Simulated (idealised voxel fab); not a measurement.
Process module name: voxel capacitor over wiring
In the cross-section labelled cut, the width is 160 nm and each square cell is 5 nm.
Throughout this document, each cross-section is represented as a grid of square cells and is presented as a sequence of bands enumerated from the top downward, where a band comprises one or more rows of cells.
Heights first: top, then bottom, in nm. Then materials, left to right, each with a width in nm. "full width" on a single material: fills the band edge to edge. "blank": empty space.
Heights from 0 (as-received wafer is one material below). Bottom band endless downward, as "z 0 and below".
Think of "30->40" as a width that walks from the first number to the second as you go down the band, top row to bottom row, taking equal-sized steps from row to row.
You'll sometimes find "all unchanged" written for a step, and that's the way of saying that nowhere in the cross-section did a cell change during that step.
What "Enclosed void inventory" gives you is every empty space of 8 cells or more that is cut off from the top. Each appears as width x height at distance, with the distance taken from the left edge and width, height and distance all in nm.
Where a step's line continues beyond its settings, the continuation is a remark by the simulator itself on that step.
overlay nm: how far to the right of its planned place the mask lay on this masked step (negative: to the left).
# plan
- 1: RECEIVE with material Si
- 2: CONFORMAL_DEP with material SiO2, thk nm 10
- 3: DIRECTIONAL_DEP with material TiN, thk nm 5
- 4: DIRECTIONAL_DEP with material Ru, thk nm 15
- 5: MASKED_ETCH with tone cover, mask id METAL_1, width nm 20, pitch nm 90, etch materials Ru, depth nm 15, overlay nm 0
- 6: MASKED_ETCH with tone cover, mask id METAL_1, width nm 20, pitch nm 90, etch materials TiN, depth nm 5, overlay nm 0
- 7: CONFORMAL_DEP with material SiN, thk nm 5
- 8: FILL_DEP with material lowk, thk nm 5
- 9: CMP with height nm 30
- 10: CONFORMAL_DEP with material SiCN, thk nm 5
- 11: DIRECTIONAL_DEP with material lowk, thk nm 20
- 12: DIRECTIONAL_DEP with material aC, thk nm 10
- 13: PATTERN with tone open, mask id PLUG_1, material resist, width nm 15, thk nm 25, overlay nm 0
- 14: DIRECTIONAL_ETCH with etch materials aC, depth nm 10
- 15: STRIP with etch materials resist
- 16: DIRECTIONAL_ETCH with etch materials lowk, depth nm 20
- 17: DIRECTIONAL_ETCH with etch materials SiCN, depth nm 5
- 18: STRIP with etch materials aC
- 19: EPI with material Ru, thk nm 10
- 20: EPI with material Ru, thk nm 10
- 21: EPI with material Ru, thk nm 5
- 22: DIRECTIONAL_DEP with material TiN, thk nm 10
- 23: DIRECTIONAL_DEP with material Al2O3, thk nm 5
- 24: DIRECTIONAL_DEP with material TiN, thk nm 10
- 25: MASKED_ETCH with tone cover, mask id UPPER_PLATE, width nm 75, etch materials TiN, depth nm 10, overlay nm 0
- 26: MASKED_ETCH with tone cover, mask id UPPER_PLATE, width nm 75, etch materials Al2O3, depth nm 5, overlay nm 0
- 27: DIRECTIONAL_DEP with material aC, thk nm 15
- 28: PATTERN with tone cover, mask id LOWER_PLATE, material resist, width nm 85, thk nm 35, overlay nm 0
- 29: DIRECTIONAL_ETCH with etch materials aC, depth nm 15
- 30: STRIP with etch materials resist
- 31: DIRECTIONAL_ETCH with etch materials TiN, depth nm 10
- 32: STRIP with etch materials aC
- 33: FILL_DEP with material SiO2, thk nm 20
- 34: CMP with height nm 95
- 35: PATTERN with tone open, mask id PLUG_2, material resist, width nm 15, thk nm 20, overlay nm 0
- 36: DIRECTIONAL_ETCH with etch materials SiO2, depth nm 15
- 37: STRIP with etch materials resist
- 38: CONFORMAL_DEP with material TiN, thk nm 5
- 39: FILL_DEP with material Cu, thk nm 5
- 40: CMP with height nm 95
- 41: CONFORMAL_DEP with material SiCN, thk nm 5
# Wafer cross-section on receipt, i.e. after step 1
    z 0 and below | Si full width
    Enclosed void inventory: none
# As-planned run: cross-section of the first of two wafers at end of module
    z 100 to 95 | SiCN full width
    z 95 to 85 | 40 SiO2; 5 TiN; 5 Cu; 5 TiN; 105 SiO2
    z 85 to 80 | 40 SiO2; 15 TiN; 105 SiO2
    z 80 to 70 | 30 SiO2; 75 TiN; 55 SiO2
    z 70 to 65 | 30 SiO2; 75 Al2O3; 55 SiO2
    z 65 to 55 | 25 SiO2; 85 TiN; 50 SiO2
    z 55 to 35 | 30 lowk; 15 Ru; 115 lowk
    z 35 to 30 | 30 SiCN; 15 Ru; 115 SiCN
    z 30 to 15 | 20 lowk; 5 SiN; 20 Ru; 5 SiN; 60 lowk; 5 SiN; 20 Ru; 5 SiN; 20 lowk
    z 15 to 10 | 25 SiN; 20 TiN; 70 SiN; 20 TiN; 25 SiN
    z 10 to 0 | SiO2 full width
    z 0 and below | Si full width
    Enclosed void inventory: none
# Here is the second of the two wafers cut open at the end of the module - same start, same plan as the first one, but we made one mistake running it
    z 100 to 95 | SiCN full width
    z 95 to 85 | 40 SiO2; 5 TiN; 5 Cu; 5 TiN; 105 SiO2
    z 85 to 80 | 40 SiO2; 15 TiN; 105 SiO2
    z 80 to 70 | 30 SiO2; 75 TiN; 55 SiO2
    z 70 to 65 | 30 SiO2; 75 Al2O3; 55 SiO2
    z 65 to 55 | 25 SiO2; 85 TiN; 50 SiO2
    z 55 to 35 | 30 lowk; 15 Ru; 115 lowk
    z 35 to 30 | 30 SiCN; 15 Ru; 115 SiCN
    z 30 to 20 | 25 lowk; 5 SiN; 15 Ru; 5 SiN; 65 lowk; 5 SiN; 15 Ru; 5 SiN; 20 lowk
    z 20 to 15 | 20 lowk; 10 SiN; 15 Ru; 5 SiN; 60 lowk; 10 SiN; 15 Ru; 5 SiN; 20 lowk
    z 15 to 10 | 25 SiN; 20 TiN; 70 SiN; 20 TiN; 25 SiN
    z 10 to 0 | SiO2 full width
    z 0 and below | Si full width
    Enclosed void inventory: none
What was done differently from what was planned? step 5 deviated from plan and actually ran as MASKED_ETCH with tone cover, mask id METAL_1, width nm 15, pitch nm 90, etch materials Ru, depth nm 15, overlay nm 0
Final comparison by cell count, materials where the second wafer has more or fewer than the first: -6 Ru | +2 SiN | +4 lowk
